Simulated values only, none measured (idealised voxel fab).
The following is a process module called voxel wiring stack.
cross-section cut | 250 nm wide | cells 5 nm
Reading order for cross-sections: top band down to bottom band. Underlying form: a grid of square cells. Band size: one or more rows of cells. Band: top and bottom heights (nm) first, top before bottom; then materials from left to right, widths in nm. "everywhere" marks a sole material filling the band edge to edge. "blank" denotes empty space. Heights are reckoned from 0. Under this level, the received wafer is all of one material. The bottommost band is open-ended downward, for example "0..down". When a width is written as two numbers, as in "30 to 40", the first number is the width in the top row of cells of the band and the second is the width in its bottom row, and the width changes by the same amount from each row to the next. It should be understood that the words "all unchanged", when stated for a given step, signify that the cross-section underwent no change in any of its cells during that step. If an empty space has no open way to the top and is at least 8 cells in size, "Enclosed cavities" lists it, written width x height at distance, where distance is measured from the left edge and every value is in nm. Post-settings text on a step line: simulator's own remark regarding the step. Each step line may optionally specify "overlay nm", which for a step with a mask gives the rightward distance between the mask's planned place and where it lay, a negative value indicating the leftward direction.
# Process steps - plan
1. RECEIVE: material Si
2. CONFORMAL_DEP: material SiO2, thk nm 15
3. CONFORMAL_DEP: material SiN, thk nm 5
4. DIRECTIONAL_DEP: material lowk, thk nm 20
5. MASKED_ETCH: tone open, mask id METAL_1, width nm 30, pitch nm 60, etch materials lowk, depth nm 20, overlay nm 0
6. MASKED_ETCH: tone open, mask id METAL_1, width nm 30, pitch nm 60, etch materials SiN, depth nm 5, overlay nm -15
7. CONFORMAL_DEP: material TiN, thk nm 5
8. FILL_DEP: material Cu, thk nm 10
9. CMP: height nm 40
10. CONFORMAL_DEP: material SiCN, thk nm 5
11. DIRECTIONAL_DEP: material lowk, thk nm 20
12. PATTERN: tone open, mask id PLUG_1, material resist, width nm 15, pitch nm 60, thk nm 15, overlay nm 0
13. DIRECTIONAL_ETCH: etch materials lowk, depth nm 20
14. DIRECTIONAL_ETCH: etch materials SiCN, depth nm 5
15. STRIP: etch materials resist
16. CONFORMAL_DEP: material TiN, thk nm 5
17. FILL_DEP: material Ru, thk nm 5
18. CMP: height nm 65
19. CONFORMAL_DEP: material SiN, thk nm 5
20. DIRECTIONAL_DEP: material SiO2, thk nm 15
21. DIRECTIONAL_DEP: material aC, thk nm 15
22. PATTERN: tone open, mask id METAL_2, material resist, width nm 30, pitch nm 60, thk nm 35, overlay nm 0
23. DIRECTIONAL_ETCH: etch materials aC, depth nm 15
24. STRIP: etch materials resist
25. DIRECTIONAL_ETCH: etch materials SiO2, depth nm 15
26. DIRECTIONAL_ETCH: etch materials SiN, depth nm 5
27. STRIP: etch materials aC
28. CONFORMAL_DEP: material TiN, thk nm 5
29. FILL_DEP: material Cu, thk nm 5
30. CMP: height nm 85
31. CONFORMAL_DEP: material SiN, thk nm 5
For this document, wafers share an identical start and vary in the step 6 overlay nm; the plan quotes the first wafer's value.
# Cross-section: the first of several wafers in its as-received state, i.e. following step 1
- 0..down | Si everywhere
- Enclosed cavities: none
# The following table contains a row per wafer, in which are reported, at the conclusion of the module, the cells of each material gained (+) or lost (-) since the wafer's receipt, with its closed voids given thereafter
overlay nm -15, +75 Cu, +12 Ru, +41 SiCN, +123 SiN, +246 SiO2, +111 TiN, +292 lowk, Enclosed cavities: none
overlay nm -10, +78 Cu, +12 Ru, +41 SiCN, +120 SiN, +246 SiO2, +111 TiN, +292 lowk, Enclosed cavities: none
overlay nm -5, +81 Cu, +12 Ru, +41 SiCN, +117 SiN, +246 SiO2, +111 TiN, +292 lowk, Enclosed cavities: none
overlay nm 0, +84 Cu, +12 Ru, +41 SiCN, +114 SiN, +246 SiO2, +111 TiN, +292 lowk, Enclosed cavities: none
overlay nm 5, +81 Cu, +12 Ru, +41 SiCN, +117 SiN, +246 SiO2, +111 TiN, +292 lowk, Enclosed cavities: none
overlay nm 10, +78 Cu, +12 Ru, +41 SiCN, +120 SiN, +246 SiO2, +111 TiN, +292 lowk, Enclosed cavities: none
overlay nm 15, +75 Cu, +12 Ru, +41 SiCN, +123 SiN, +246 SiO2, +111 TiN, +292 lowk, Enclosed cavities: none
